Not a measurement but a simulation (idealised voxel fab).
Process module name: voxel wiring stack
The cross-section shown here is cut; it is 175 nm wide and divided into square cells measuring 5 nm on a side.
Heads up, the way a cross-section reads in here is a grid of square cells, handed over as bands from the top down, with every band being one or more rows of cells. Quick guide to a band line: top height, bottom height (nm) up front; then every material left to right with its width in nm. Only one material and it's marked "all across"? Then it fills the band edge to edge. And "blank" just means empty space. Heights are reckoned from 0. Under this level, the received wafer is all of one material. The bottommost band is open-ended downward, for example "from 0 down". A width given as "30 to 40" starts at the first number in the band's top row and ends at the second number in its bottom row, shifting by an equal amount at every step from row to row. Basically "no change occurred" means that step didn't change any cell in the cross-section. "Enclosed void entries" specifies each empty space that is not open to the top and that occupies no fewer than 8 cells, using the form width x height at distance, the distance measured from the left edge and all three quantities in nm. Whatever follows a step's settings on its line is a remark the simulator itself makes about that step. overlay nm: mask right of planned place by this much (step with mask). Neg. = left. Pairs ahead. Before: cross-section ahead of one process step. After: cross-section once the step is done, shown to the lowest changed band only. Under each pair: that step, with settings. Caution: pairs may come from different runs of this module on the same starting wafer; a pair follows the pair above only where its "Prior state" entry says so.

# Prior state
* from 0 down | Si all across
* Enclosed void entries: none

# Section After Processing
* from 10 to 0 | SiO2 all across
* Rest of section, below 0: as before.
* Enclosed void entries: none
In between the before and after cross-sections above, the step is CONFORMAL_DEP: material SiO2, thk nm 10

Prior state: check the pair just above; its after cross-section is our before state.

# Section After Processing
* from 15 to 10 | SiCN all across
* Rest of section, below 10: as before.
* Enclosed void entries: none
In between the before and after cross-sections above, the step is CONFORMAL_DEP: material SiCN, thk nm 5

Prior state: check the pair just above; its after cross-section is our before state.

# Section After Processing
* from 40 to 15 | SiO2 all across
* Rest of section, below 15: as before.
* Enclosed void entries: none
In between the before and after cross-sections above, the step is DIRECTIONAL_DEP: material SiO2, thk nm 25

Prior state: check the pair just above; its after cross-section is our before state.

# Section After Processing
* from 55 to 40 | aC all across
* Rest of section, below 40: as before.
* Enclosed void entries: none
In between the before and after cross-sections above, the step is DIRECTIONAL_DEP: material aC, thk nm 15

Prior state: check the pair just above; its after cross-section is our before state.

# Section After Processing
* from 85 to 55 | 35 of resist | 25 of blank | 15 of resist | 25 of blank | 15 of resist | 25 of blank | 35 of resist
* Rest of section, below 55: as before.
* Enclosed void entries: none
In between the before and after cross-sections above, the step is PATTERN: tone open, mask id METAL_1, material resist, width nm 25, pitch nm 40, thk nm 30, overlay nm 0

Prior state: check the pair just above; its after cross-section is our before state.

# Section After Processing
* from 70 to 55 | 35 of resist | 25 of blank | 15 of resist | 25 of blank | 15 of resist | 25 of blank | 35 of resist
* from 55 to 40 | 35 of aC | 25 of blank | 15 of aC | 25 of blank | 15 of aC | 25 of blank | 35 of aC
* Rest of section, below 40: as before.
* Enclosed void entries: none
In between the before and after cross-sections above, the step is DIRECTIONAL_ETCH: etch materials aC, depth nm 15

Prior state: check the pair just above; its after cross-section is our before state.

# Section After Processing
* from 55 to 40 | 35 of aC | 25 of blank | 15 of aC | 25 of blank | 15 of aC | 25 of blank | 35 of aC
* Rest of section, below 40: as before.
* Enclosed void entries: none
In between the before and after cross-sections above, the step is STRIP: etch materials resist

Prior state: check the pair just above; its after cross-section is our before state.

# Section After Processing
* from 55 to 40 | 35 of aC | 25 of blank | 15 of aC | 25 of blank | 15 of aC | 25 of blank | 35 of aC
* from 40 to 15 | 35 of SiO2 | 25 of blank | 15 of SiO2 | 25 of blank | 15 of SiO2 | 25 of blank | 35 of SiO2
* Rest of section, below 15: as before.
* Enclosed void entries: none
In between the before and after cross-sections above, the step is DIRECTIONAL_ETCH: etch materials SiO2, depth nm 25

Prior state: check the pair just above; its after cross-section is our before state.

# Section After Processing
* from 55 to 40 | 35 of aC | 25 of blank | 15 of aC | 25 of blank | 15 of aC | 25 of blank | 35 of aC
* from 40 to 15 | 35 of SiO2 | 25 of blank | 15 of SiO2 | 25 of blank | 15 of SiO2 | 25 of blank | 35 of SiO2
* from 15 to 10 | 35 of SiCN | 25 of blank | 15 of SiCN | 25 of blank | 15 of SiCN | 25 of blank | 35 of SiCN
* Rest of section, below 10: as before.
* Enclosed void entries: none
In between the before and after cross-sections above, the step is DIRECTIONAL_ETCH: etch materials SiCN, depth nm 5

Prior state: check the pair just above; its after cross-section is our before state.

# Section After Processing
* from 40 to 15 | 35 of SiO2 | 25 of blank | 15 of SiO2 | 25 of blank | 15 of SiO2 | 25 of blank | 35 of SiO2
* Rest of section, below 15: as before.
* Enclosed void entries: none
In between the before and after cross-sections above, the step is STRIP: etch materials aC

Prior state: check the pair just above; its after cross-section is our before state.

# Section After Processing
* from 45 to 40 | 40 of TiN | 15 of blank | 25 of TiN | 15 of blank | 25 of TiN | 15 of blank | 40 of TiN
* from 40 to 15 | 35 of SiO2 | 5 of TiN | 15 of blank | 5 of TiN | 15 of SiO2 | 5 of TiN | 15 of blank | 5 of TiN | 15 of SiO2 | 5 of TiN | 15 of blank | 5 of TiN | 35 of SiO2
* from 15 to 10 | 35 of SiCN | 25 of TiN | 15 of SiCN | 25 of TiN | 15 of SiCN | 25 of TiN | 35 of SiCN
* Rest of section, below 10: as before.
* Enclosed void entries: none
In between the before and after cross-sections above, the step is CONFORMAL_DEP: material TiN, thk nm 5

Prior state: check the pair just above; its after cross-section is our before state.

# Section After Processing
* from 50 to 45 | Ru all across
* from 45 to 40 | 40 of TiN | 15 of Ru | 25 of TiN | 15 of Ru | 25 of TiN | 15 of Ru | 40 of TiN
* from 40 to 15 | 35 of SiO2 | 5 of TiN | 15 of Ru | 5 of TiN | 15 of SiO2 | 5 of TiN | 15 of Ru | 5 of TiN | 15 of SiO2 | 5 of TiN | 15 of Ru | 5 of TiN | 35 of SiO2
* Rest of section, below 15: as before.
* Enclosed void entries: none
In between the before and after cross-sections above, the step is FILL_DEP: material Ru, thk nm 5

Prior state: check the pair just above; its after cross-section is our before state.

# Section After Processing
* from 40 to 15 | 35 of SiO2 | 5 of TiN | 15 of Ru | 5 of TiN | 15 of SiO2 | 5 of TiN | 15 of Ru | 5 of TiN | 15 of SiO2 | 5 of TiN | 15 of Ru | 5 of TiN | 35 of SiO2
* Rest of section, below 15: as before.
* Enclosed void entries: none
In between the before and after cross-sections above, the step is CMP: height nm 40

Prior state: check the pair just above; its after cross-section is our before state.

# Section After Processing
* from 45 to 40 | 30 of blank | 35 of Ru | 5 of blank | 35 of Ru | 5 of blank | 35 of Ru | 30 of blank
* Rest of section, below 40: as before.
* Enclosed void entries: none
In between the before and after cross-sections above, the step is EPI: material Ru, thk nm 5

Prior state: check the pair just above; its after cross-section is our before state.

# Section After Processing
* from 50 to 45 | SiCN all across
* from 45 to 40 | 30 of SiCN | 35 of Ru | 5 of SiCN | 35 of Ru | 5 of SiCN | 35 of Ru | 30 of SiCN
* Rest of section, below 40: as before.
* Enclosed void entries: none
In between the before and after cross-sections above, the step is FILL_DEP: material SiCN, thk nm 5

Prior state: check the pair just above; its after cross-section is our before state.

# Section After Processing
* from 75 to 50 | SiO2 all across
* Rest of section, below 50: as before.
* Enclosed void entries: none
In between the before and after cross-sections above, the step is DIRECTIONAL_DEP: material SiO2, thk nm 25

Prior state: check the pair just above; its after cross-section is our before state.

# Section After Processing
* from 75 to 60 | 35 of SiO2 | 25 of blank | 15 of SiO2 | 25 of blank | 15 of SiO2 | 25 of blank | 35 of SiO2
* Rest of section, below 60: as before.
* Enclosed void entries: none
In between the before and after cross-sections above, the step is MASKED_ETCH: tone open, mask id METAL_2, width nm 25, pitch nm 40, etch materials SiO2, depth nm 15, overlay nm 0

Prior state: check the pair just above; its after cross-section is our before state.

# Section After Processing
* from 90 to 75 | 35 of resist | 15 of blank | 25 of resist | 15 of blank | 25 of resist | 15 of blank | 45 of resist
* from 75 to 60 | 35 of SiO2 | 15 of blank | 10 of resist | 15 of SiO2 | 15 of blank | 10 of resist | 15 of SiO2 | 15 of blank | 10 of resist | 35 of SiO2
* Rest of section, below 60: as before.
* Enclosed void entries: none
In between the before and after cross-sections above, the step is PATTERN: tone open, mask id METAL_2_HOLES, material resist, width nm 15, pitch nm 40, thk nm 15, overlay nm 0

Prior state: check the pair just above; its after cross-section is our before state.

# Section After Processing
* from 90 to 75 | 35 of resist | 15 of blank | 25 of resist | 15 of blank | 25 of resist | 15 of blank | 45 of resist
* from 75 to 60 | 35 of SiO2 | 15 of blank | 10 of resist | 15 of SiO2 | 15 of blank | 10 of resist | 15 of SiO2 | 15 of blank | 10 of resist | 35 of SiO2
* from 60 to 50 | 35 of SiO2 | 15 of blank | 25 of SiO2 | 15 of blank | 25 of SiO2 | 15 of blank | 45 of SiO2
* Rest of section, below 50: as before.
* Enclosed void entries: none
In between the before and after cross-sections above, the step is DIRECTIONAL_ETCH: etch materials SiO2, depth nm 10

Prior state: check the pair just above; its after cross-section is our before state.

# Section After Processing
* from 90 to 75 | 35 of resist | 15 of blank | 25 of resist | 15 of blank | 25 of resist | 15 of blank | 45 of resist
* from 75 to 60 | 35 of SiO2 | 15 of blank | 10 of resist | 15 of SiO2 | 15 of blank | 10 of resist | 15 of SiO2 | 15 of blank | 10 of resist | 35 of SiO2
* from 60 to 50 | 35 of SiO2 | 15 of blank | 25 of SiO2 | 15 of blank | 25 of SiO2 | 15 of blank | 45 of SiO2
* from 50 to 45 | 35 of SiCN | 15 of blank | 25 of SiCN | 15 of blank | 25 of SiCN | 15 of blank | 45 of SiCN
* Rest of section, below 45: as before.
* Enclosed void entries: none
In between the before and after cross-sections above, the step is DIRECTIONAL_ETCH: etch materials SiCN, depth nm 5

Prior state: check the pair just above; its after cross-section is our before state.

# Section After Processing
* from 75 to 60 | 35 of SiO2 | 25 of blank | 15 of SiO2 | 25 of blank | 15 of SiO2 | 25 of blank | 35 of SiO2
* Rest of section, below 60: as before.
* Enclosed void entries: none
In between the before and after cross-sections above, the step is STRIP: etch materials resist

Prior state: check the pair just above; its after cross-section is our before state.

# Section After Processing
* from 80 to 75 | 40 of TiN | 15 of blank | 25 of TiN | 15 of blank | 25 of TiN | 15 of blank | 40 of TiN
* from 75 to 65 | 35 of SiO2 | 5 of TiN | 15 of blank | 5 of TiN | 15 of SiO2 | 5 of TiN | 15 of blank | 5 of TiN | 15 of SiO2 | 5 of TiN | 15 of blank | 5 of TiN | 35 of SiO2
* from 65 to 60 | 35 of SiO2 | 5 of TiN | 5 of blank | 15 of TiN | 15 of SiO2 | 5 of TiN | 5 of blank | 15 of TiN | 15 of SiO2 | 5 of TiN | 5 of blank | 15 of TiN | 35 of SiO2
* from 60 to 50 | 35 of SiO2 | 5 of TiN | 5 of blank | 5 of TiN | 25 of SiO2 | 5 of TiN | 5 of blank | 5 of TiN | 25 of SiO2 | 5 of TiN | 5 of blank | 5 of TiN | 45 of SiO2
* from 50 to 45 | 35 of SiCN | 15 of TiN | 25 of SiCN | 15 of TiN | 25 of SiCN | 15 of TiN | 45 of SiCN
* Rest of section, below 45: as before.
* Enclosed void entries: none
In between the before and after cross-sections above, the step is CONFORMAL_DEP: material TiN, thk nm 5

Prior state: check the pair just above; its after cross-section is our before state.

# Section After Processing
* from 85 to 80 | Cu all across
* from 80 to 75 | 40 of TiN | 15 of Cu | 25 of TiN | 15 of Cu | 25 of TiN | 15 of Cu | 40 of TiN
* from 75 to 65 | 35 of SiO2 | 5 of TiN | 15 of Cu | 5 of TiN | 15 of SiO2 | 5 of TiN | 15 of Cu | 5 of TiN | 15 of SiO2 | 5 of TiN | 15 of Cu | 5 of TiN | 35 of SiO2
* from 65 to 60 | 35 of SiO2 | 5 of TiN | 5 of Cu | 15 of TiN | 15 of SiO2 | 5 of TiN | 5 of Cu | 15 of TiN | 15 of SiO2 | 5 of TiN | 5 of Cu | 15 of TiN | 35 of SiO2
* from 60 to 50 | 35 of SiO2 | 5 of TiN | 5 of Cu | 5 of TiN | 25 of SiO2 | 5 of TiN | 5 of Cu | 5 of TiN | 25 of SiO2 | 5 of TiN | 5 of Cu | 5 of TiN | 45 of SiO2
* Rest of section, below 50: as before.
* Enclosed void entries: none
In between the before and after cross-sections above, the step is FILL_DEP: material Cu, thk nm 5

Prior state: check the pair just above; its after cross-section is our before state.

# Section After Processing
* from 75 to 65 | 35 of SiO2 | 5 of TiN | 15 of Cu | 5 of TiN | 15 of SiO2 | 5 of TiN | 15 of Cu | 5 of TiN | 15 of SiO2 | 5 of TiN | 15 of Cu | 5 of TiN | 35 of SiO2
* Rest of section, below 65: as before.
* Enclosed void entries: none
In between the before and after cross-sections above, the step is CMP: height nm 75

Prior state: check the pair just above; its after cross-section is our before state.

# Section After Processing
* from 80 to 75 | SiCN all across
* Rest of section, below 75: as before.
* Enclosed void entries: none
In between the before and after cross-sections above, the step is CONFORMAL_DEP: material SiCN, thk nm 5

# Prior state
* from 75 to 60 | 35 of SiO2 | 25 of blank | 15 of SiO2 | 25 of blank | 15 of SiO2 | 25 of blank | 35 of SiO2
* from 60 to 50 | SiO2 all across
* from 50 to 45 | SiCN all across
* from 45 to 40 | 30 of SiCN | 35 of Ru | 5 of SiCN | 35 of Ru | 5 of SiCN | 35 of Ru | 30 of SiCN
* from 40 to 15 | 35 of SiO2 | 5 of TiN | 15 of Ru | 5 of TiN | 15 of SiO2 | 5 of TiN | 15 of Ru | 5 of TiN | 15 of SiO2 | 5 of TiN | 15 of Ru | 5 of TiN | 35 of SiO2
* from 15 to 10 | 35 of SiCN | 25 of TiN | 15 of SiCN | 25 of TiN | 15 of SiCN | 25 of TiN | 35 of SiCN
* from 10 to 0 | SiO2 all across
* from 0 down | Si all across
* Enclosed void entries: none

# Section After Processing
* from 65 to 50 | 35 of SiO2 | 25 of blank | 15 of SiO2 | 25 of blank | 15 of SiO2 | 25 of blank | 35 of SiO2
* Rest of section, below 50: as before.
* Enclosed void entries: none
In between the before and after cross-sections above, the step is DIRECTIONAL_ETCH: etch materials SiO2, depth nm 10

Prior state: check the pair just above; its after cross-section is our before state.

# Section After Processing
* from 65 to 50 | 35 of SiO2 | 25 of blank | 15 of SiO2 | 25 of blank | 15 of SiO2 | 25 of blank | 35 of SiO2
* from 50 to 45 | 35 of SiCN | 25 of blank | 15 of SiCN | 25 of blank | 15 of SiCN | 25 of blank | 35 of SiCN
* Rest of section, below 45: as before.
* Enclosed void entries: none
In between the before and after cross-sections above, the step is DIRECTIONAL_ETCH: etch materials SiCN, depth nm 5

Prior state: check the pair just above; its after cross-section is our before state.

# Section After Processing
* from 70 to 65 | 40 of TiN | 15 of blank | 25 of TiN | 15 of blank | 25 of TiN | 15 of blank | 40 of TiN
* from 65 to 50 | 35 of SiO2 | 5 of TiN | 15 of blank | 5 of TiN | 15 of SiO2 | 5 of TiN | 15 of blank | 5 of TiN | 15 of SiO2 | 5 of TiN | 15 of blank | 5 of TiN | 35 of SiO2
* from 50 to 45 | 35 of SiCN | 25 of TiN | 15 of SiCN | 25 of TiN | 15 of SiCN | 25 of TiN | 35 of SiCN
* Rest of section, below 45: as before.
* Enclosed void entries: none
In between the before and after cross-sections above, the step is CONFORMAL_DEP: material TiN, thk nm 5

Prior state: check the pair just above; its after cross-section is our before state.

# Section After Processing
* from 75 to 70 | Cu all across
* from 70 to 65 | 40 of TiN | 15 of Cu | 25 of TiN | 15 of Cu | 25 of TiN | 15 of Cu | 40 of TiN
* from 65 to 50 | 35 of SiO2 | 5 of TiN | 15 of Cu | 5 of TiN | 15 of SiO2 | 5 of TiN | 15 of Cu | 5 of TiN | 15 of SiO2 | 5 of TiN | 15 of Cu | 5 of TiN | 35 of SiO2
* Rest of section, below 50: as before.
* Enclosed void entries: none
In between the before and after cross-sections above, the step is FILL_DEP: material Cu, thk nm 5

Prior state: check the pair just above; its after cross-section is our before state.

# Section After Processing
* from 80 to 75 | SiCN all across
* Rest of section, below 75: as before.
* Enclosed void entries: none
In between the before and after cross-sections above, the step is CONFORMAL_DEP: material SiCN, thk nm 5

# Prior state
* from 75 to 50 | SiO2 all across
* from 50 to 45 | SiCN all across
* from 45 to 40 | 30 of SiCN | 35 of Ru | 5 of SiCN | 35 of Ru | 5 of SiCN | 35 of Ru | 30 of SiCN
* from 40 to 15 | 35 of SiO2 | 5 of TiN | 15 of Ru | 5 of TiN | 15 of SiO2 | 5 of TiN | 15 of Ru | 5 of TiN | 15 of SiO2 | 5 of TiN | 15 of Ru | 5 of TiN | 35 of SiO2
* from 15 to 10 | 35 of SiCN | 25 of TiN | 15 of SiCN | 25 of TiN | 15 of SiCN | 25 of TiN | 35 of SiCN
* from 10 to 0 | SiO2 all across
* from 0 down | Si all across
* Enclosed void entries: none

# Section After Processing
* from 100 to 50 | SiO2 all across
* Rest of section, below 50: as before.
* Enclosed void entries: none
In between the before and after cross-sections above, the step is DIRECTIONAL_DEP: material SiO2, thk nm 25

Prior state: check the pair just above; its after cross-section is our before state.

# Section After Processing
* from 100 to 85 | 35 of SiO2 | 25 of blank | 15 of SiO2 | 25 of blank | 15 of SiO2 | 25 of blank | 35 of SiO2
* Rest of section, below 85: as before.
* Enclosed void entries: none
In between the before and after cross-sections above, the step is MASKED_ETCH: tone open, mask id METAL_2, width nm 25, pitch nm 40, etch materials SiO2, depth nm 15, overlay nm 0

Prior state: check the pair just above; its after cross-section is our before state.

# Section After Processing
* from 115 to 100 | 35 of resist | 15 of blank | 25 of resist | 15 of blank | 25 of resist | 15 of blank | 45 of resist
* from 100 to 85 | 35 of SiO2 | 15 of blank | 10 of resist | 15 of SiO2 | 15 of blank | 10 of resist | 15 of SiO2 | 15 of blank | 10 of resist | 35 of SiO2
* Rest of section, below 85: as before.
* Enclosed void entries: none
In between the before and after cross-sections above, the step is PATTERN: tone open, mask id METAL_2_HOLES, material resist, width nm 15, pitch nm 40, thk nm 15, overlay nm 0

Prior state: check the pair just above; its after cross-section is our before state.

# Section After Processing
* from 115 to 100 | 35 of resist | 15 of blank | 25 of resist | 15 of blank | 25 of resist | 15 of blank | 45 of resist
* from 100 to 85 | 35 of SiO2 | 15 of blank | 10 of resist | 15 of SiO2 | 15 of blank | 10 of resist | 15 of SiO2 | 15 of blank | 10 of resist | 35 of SiO2
* from 85 to 75 | 35 of SiO2 | 15 of blank | 25 of SiO2 | 15 of blank | 25 of SiO2 | 15 of blank | 45 of SiO2
* Rest of section, below 75: as before.
* Enclosed void entries: none
In between the before and after cross-sections above, the step is DIRECTIONAL_ETCH: etch materials SiO2, depth nm 10

Prior state: check the pair just above; its after cross-section is our before state.

# Section After Processing
* from 100 to 85 | 35 of SiO2 | 25 of blank | 15 of SiO2 | 25 of blank | 15 of SiO2 | 25 of blank | 35 of SiO2
* Rest of section, below 85: as before.
* Enclosed void entries: none
In between the before and after cross-sections above, the step is STRIP: etch materials resist

Prior state: check the pair just above; its after cross-section is our before state.

# Section After Processing
* from 105 to 100 | 40 of TiN | 15 of blank | 25 of TiN | 15 of blank | 25 of TiN | 15 of blank | 40 of TiN
* from 100 to 90 | 35 of SiO2 | 5 of TiN | 15 of blank | 5 of TiN | 15 of SiO2 | 5 of TiN | 15 of blank | 5 of TiN | 15 of SiO2 | 5 of TiN | 15 of blank | 5 of TiN | 35 of SiO2
* from 90 to 80 | 35 of SiO2 | 5 of TiN | 5 of blank | 15 to 5 of TiN | 15 to 25 of SiO2 | 5 of TiN | 5 of blank | 15 to 5 of TiN | 15 to 25 of SiO2 | 5 of TiN | 5 of blank | 15 to 5 of TiN | 35 to 45 of SiO2
* from 80 to 75 | 35 of SiO2 | 15 of TiN | 25 of SiO2 | 15 of TiN | 25 of SiO2 | 15 of TiN | 45 of SiO2
* Rest of section, below 75: as before.
* Enclosed void entries: none
In between the before and after cross-sections above, the step is CONFORMAL_DEP: material TiN, thk nm 5

Prior state: check the pair just above; its after cross-section is our before state.

# Section After Processing
* from 110 to 105 | Cu all across
* from 105 to 100 | 40 of TiN | 15 of Cu | 25 of TiN | 15 of Cu | 25 of TiN | 15 of Cu | 40 of TiN
* from 100 to 90 | 35 of SiO2 | 5 of TiN | 15 of Cu | 5 of TiN | 15 of SiO2 | 5 of TiN | 15 of Cu | 5 of TiN | 15 of SiO2 | 5 of TiN | 15 of Cu | 5 of TiN | 35 of SiO2
* from 90 to 80 | 35 of SiO2 | 5 of TiN | 5 of Cu | 15 to 5 of TiN | 15 to 25 of SiO2 | 5 of TiN | 5 of Cu | 15 to 5 of TiN | 15 to 25 of SiO2 | 5 of TiN | 5 of Cu | 15 to 5 of TiN | 35 to 45 of SiO2
* Rest of section, below 80: as before.
* Enclosed void entries: none
In between the before and after cross-sections above, the step is FILL_DEP: material Cu, thk nm 5

Prior state: check the pair just above; its after cross-section is our before state.

# Section After Processing
* from 75 to 50 | SiO2 all across
* Rest of section, below 50: as before.
* Enclosed void entries: none
In between the before and after cross-sections above, the step is CMP: height nm 75

Prior state: check the pair just above; its after cross-section is our before state.

# Section After Processing
* from 80 to 75 | SiCN all across
* Rest of section, below 75: as before.
* Enclosed void entries: none
In between the before and after cross-sections above, the step is CONFORMAL_DEP: material SiCN, thk nm 5

# Prior state
* from 45 to 40 | 30 of blank | 35 of Ru | 5 of blank | 35 of Ru | 5 of blank | 35 of Ru | 30 of blank
* from 40 to 15 | 35 of SiO2 | 5 of TiN | 15 of Ru | 5 of TiN | 15 of SiO2 | 5 of TiN | 15 of Ru | 5 of TiN | 15 of SiO2 | 5 of TiN | 15 of Ru | 5 of TiN | 35 of SiO2
* from 15 to 10 | 35 of SiCN | 25 of TiN | 15 of SiCN | 25 of TiN | 15 of SiCN | 25 of TiN | 35 of SiCN
* from 10 to 0 | SiO2 all across
* from 0 down | Si all across
* Enclosed void entries: none

# Section After Processing
* from 70 to 65 | 30 of blank | 35 of SiO2 | 5 of blank | 35 of SiO2 | 5 of blank | 35 of SiO2 | 30 of blank
* from 65 to 45 | SiO2 all across
* from 45 to 40 | 30 of SiO2 | 35 of Ru | 5 of SiO2 | 35 of Ru | 5 of SiO2 | 35 of Ru | 30 of SiO2
* Rest of section, below 40: as before.
* Enclosed void entries: none
In between the before and after cross-sections above, the step is DIRECTIONAL_DEP: material SiO2, thk nm 25

Prior state: check the pair just above; its after cross-section is our before state.

# Section After Processing
* from 75 to 70 | SiCN all across
* from 70 to 65 | 30 of SiCN | 35 of SiO2 | 5 of SiCN | 35 of SiO2 | 5 of SiCN | 35 of SiO2 | 30 of SiCN
* Rest of section, below 65: as before.
* Enclosed void entries: none
In between the before and after cross-sections above, the step is FILL_DEP: material SiCN, thk nm 5

Prior state: check the pair just above; its after cross-section is our before state.

# Section After Processing
* from 90 to 75 | 35 of resist | 15 of blank | 25 of resist | 15 of blank | 25 of resist | 15 of blank | 45 of resist
* Rest of section, below 75: as before.
* Enclosed void entries: none
In between the before and after cross-sections above, the step is PATTERN: tone open, mask id METAL_2_HOLES, material resist, width nm 15, pitch nm 40, thk nm 15, overlay nm 0

Prior state: check the pair just above; its after cross-section is our before state.

# Section After Processing
* from 90 to 75 | 35 of resist | 15 of blank | 25 of resist | 15 of blank | 25 of resist | 15 of blank | 45 of resist
* from 75 to 70 | 35 of SiCN | 15 of blank | 25 of SiCN | 15 of blank | 25 of SiCN | 15 of blank | 45 of SiCN
* Rest of section, below 70: as before.
* Enclosed void entries: none
In between the before and after cross-sections above, the step is DIRECTIONAL_ETCH: etch materials SiCN, depth nm 5

Prior state: check the pair just above; its after cross-section is our before state.

# Section After Processing
* from 75 to 70 | 35 of SiCN | 15 of blank | 25 of SiCN | 15 of blank | 25 of SiCN | 15 of blank | 45 of SiCN
* Rest of section, below 70: as before.
* Enclosed void entries: none
In between the before and after cross-sections above, the step is STRIP: etch materials resist

Prior state: check the pair just above; its after cross-section is our before state.

# Section After Processing
* from 80 to 75 | 40 of TiN | 5 of blank | 35 of TiN | 5 of blank | 35 of TiN | 5 of blank | 50 of TiN
* from 75 to 70 | 35 of SiCN | 15 of TiN | 25 of SiCN | 15 of TiN | 25 of SiCN | 15 of TiN | 45 of SiCN
* Rest of section, below 70: as before.
* Enclosed void entries: none
In between the before and after cross-sections above, the step is CONFORMAL_DEP: material TiN, thk nm 5

Prior state: check the pair just above; its after cross-section is our before state.

# Section After Processing
* from 85 to 80 | Cu all across
* from 80 to 75 | 40 of TiN | 5 of Cu | 35 of TiN | 5 of Cu | 35 of TiN | 5 of Cu | 50 of TiN
* Rest of section, below 75: as before.
* Enclosed void entries: none
In between the before and after cross-sections above, the step is FILL_DEP: material Cu, thk nm 5

Prior state: check the pair just above; its after cross-section is our before state.

# Section After Processing
* from 75 to 70 | 35 of SiCN | 15 of TiN | 25 of SiCN | 15 of TiN | 25 of SiCN | 15 of TiN | 45 of SiCN
* Rest of section, below 70: as before.
* Enclosed void entries: none
In between the before and after cross-sections above, the step is CMP: height nm 75

Prior state: check the pair just above; its after cross-section is our before state.

# Section After Processing
* from 80 to 75 | SiCN all across
* Rest of section, below 75: as before.
* Enclosed void entries: none
In between the before and after cross-sections above, the step is CONFORMAL_DEP: material SiCN, thk nm 5

# Prior state
* from 0 down | Si all across
* Enclosed void entries: none

# Section After Processing
* from 5 to 0 | SiO2 all across
* Rest of section, below 0: as before.
* Enclosed void entries: none
In between the before and after cross-sections above, the step is CONFORMAL_DEP: material SiO2, thk nm 5

Prior state: check the pair just above; its after cross-section is our before state.

# Section After Processing
* from 10 to 5 | SiCN all across
* Rest of section, below 5: as before.
* Enclosed void entries: none
In between the before and after cross-sections above, the step is CONFORMAL_DEP: material SiCN, thk nm 5

Prior state: check the pair just above; its after cross-section is our before state.

# Section After Processing
* from 35 to 10 | SiO2 all across
* Rest of section, below 10: as before.
* Enclosed void entries: none
In between the before and after cross-sections above, the step is DIRECTIONAL_DEP: material SiO2, thk nm 25

Prior state: check the pair just above; its after cross-section is our before state.

# Section After Processing
* from 50 to 35 | aC all across
* Rest of section, below 35: as before.
* Enclosed void entries: none
In between the before and after cross-sections above, the step is DIRECTIONAL_DEP: material aC, thk nm 15

Prior state: check the pair just above; its after cross-section is our before state.

# Section After Processing
* from 80 to 50 | 35 of resist | 25 of blank | 15 of resist | 25 of blank | 15 of resist | 25 of blank | 35 of resist
* Rest of section, below 50: as before.
* Enclosed void entries: none
In between the before and after cross-sections above, the step is PATTERN: tone open, mask id METAL_1, material resist, width nm 25, pitch nm 40, thk nm 30, overlay nm 0

Prior state: check the pair just above; its after cross-section is our before state.

# Section After Processing
* from 65 to 50 | 35 of resist | 25 of blank | 15 of resist | 25 of blank | 15 of resist | 25 of blank | 35 of resist
* from 50 to 35 | 35 of aC | 25 of blank | 15 of aC | 25 of blank | 15 of aC | 25 of blank | 35 of aC
* Rest of section, below 35: as before.
* Enclosed void entries: none
In between the before and after cross-sections above, the step is DIRECTIONAL_ETCH: etch materials aC, depth nm 15

Prior state: check the pair just above; its after cross-section is our before state.

# Section After Processing
* from 50 to 35 | 35 of aC | 25 of blank | 15 of aC | 25 of blank | 15 of aC | 25 of blank | 35 of aC
* Rest of section, below 35: as before.
* Enclosed void entries: none
In between the before and after cross-sections above, the step is STRIP: etch materials resist

Prior state: check the pair just above; its after cross-section is our before state.

# Section After Processing
* from 50 to 35 | 35 of aC | 25 of blank | 15 of aC | 25 of blank | 15 of aC | 25 of blank | 35 of aC
* from 35 to 10 | 35 of SiO2 | 25 of blank | 15 of SiO2 | 25 of blank | 15 of SiO2 | 25 of blank | 35 of SiO2
* Rest of section, below 10: as before.
* Enclosed void entries: none
In between the before and after cross-sections above, the step is DIRECTIONAL_ETCH: etch materials SiO2, depth nm 25

Prior state: check the pair just above; its after cross-section is our before state.

# Section After Processing
* from 50 to 35 | 35 of aC | 25 of blank | 15 of aC | 25 of blank | 15 of aC | 25 of blank | 35 of aC
* from 35 to 10 | 35 of SiO2 | 25 of blank | 15 of SiO2 | 25 of blank | 15 of SiO2 | 25 of blank | 35 of SiO2
* from 10 to 5 | 35 of SiCN | 25 of blank | 15 of SiCN | 25 of blank | 15 of SiCN | 25 of blank | 35 of SiCN
* Rest of section, below 5: as before.
* Enclosed void entries: none
In between the before and after cross-sections above, the step is DIRECTIONAL_ETCH: etch materials SiCN, depth nm 5

Prior state: check the pair just above; its after cross-section is our before state.

# Section After Processing
* from 35 to 10 | 35 of SiO2 | 25 of blank | 15 of SiO2 | 25 of blank | 15 of SiO2 | 25 of blank | 35 of SiO2
* Rest of section, below 10: as before.
* Enclosed void entries: none
In between the before and after cross-sections above, the step is STRIP: etch materials aC

Prior state: check the pair just above; its after cross-section is our before state.

# Section After Processing
* from 40 to 35 | 40 of TiN | 15 of blank | 25 of TiN | 15 of blank | 25 of TiN | 15 of blank | 40 of TiN
* from 35 to 10 | 35 of SiO2 | 5 of TiN | 15 of blank | 5 of TiN | 15 of SiO2 | 5 of TiN | 15 of blank | 5 of TiN | 15 of SiO2 | 5 of TiN | 15 of blank | 5 of TiN | 35 of SiO2
* from 10 to 5 | 35 of SiCN | 25 of TiN | 15 of SiCN | 25 of TiN | 15 of SiCN | 25 of TiN | 35 of SiCN
* Rest of section, below 5: as before.
* Enclosed void entries: none
In between the before and after cross-sections above, the step is CONFORMAL_DEP: material TiN, thk nm 5

Prior state: check the pair just above; its after cross-section is our before state.

# Section After Processing
* from 45 to 40 | Ru all across
* from 40 to 35 | 40 of TiN | 15 of Ru | 25 of TiN | 15 of Ru | 25 of TiN | 15 of Ru | 40 of TiN
* from 35 to 10 | 35 of SiO2 | 5 of TiN | 15 of Ru | 5 of TiN | 15 of SiO2 | 5 of TiN | 15 of Ru | 5 of TiN | 15 of SiO2 | 5 of TiN | 15 of Ru | 5 of TiN | 35 of SiO2
* Rest of section, below 10: as before.
* Enclosed void entries: none
In between the before and after cross-sections above, the step is FILL_DEP: material Ru, thk nm 5

Prior state: check the pair just above; its after cross-section is our before state.

# Section After Processing
* from 40 to 35 | 40 of TiN | 15 of Ru | 25 of TiN | 15 of Ru | 25 of TiN | 15 of Ru | 40 of TiN
* Rest of section, below 35: as before.
* Enclosed void entries: none
In between the before and after cross-sections above, the step is CMP: height nm 40

Prior state: check the pair just above; its after cross-section is our before state.

# Section After Processing
* from 45 to 40 | Ru all across
* Rest of section, below 40: as before.
* Enclosed void entries: none
In between the before and after cross-sections above, the step is EPI: material Ru, thk nm 5
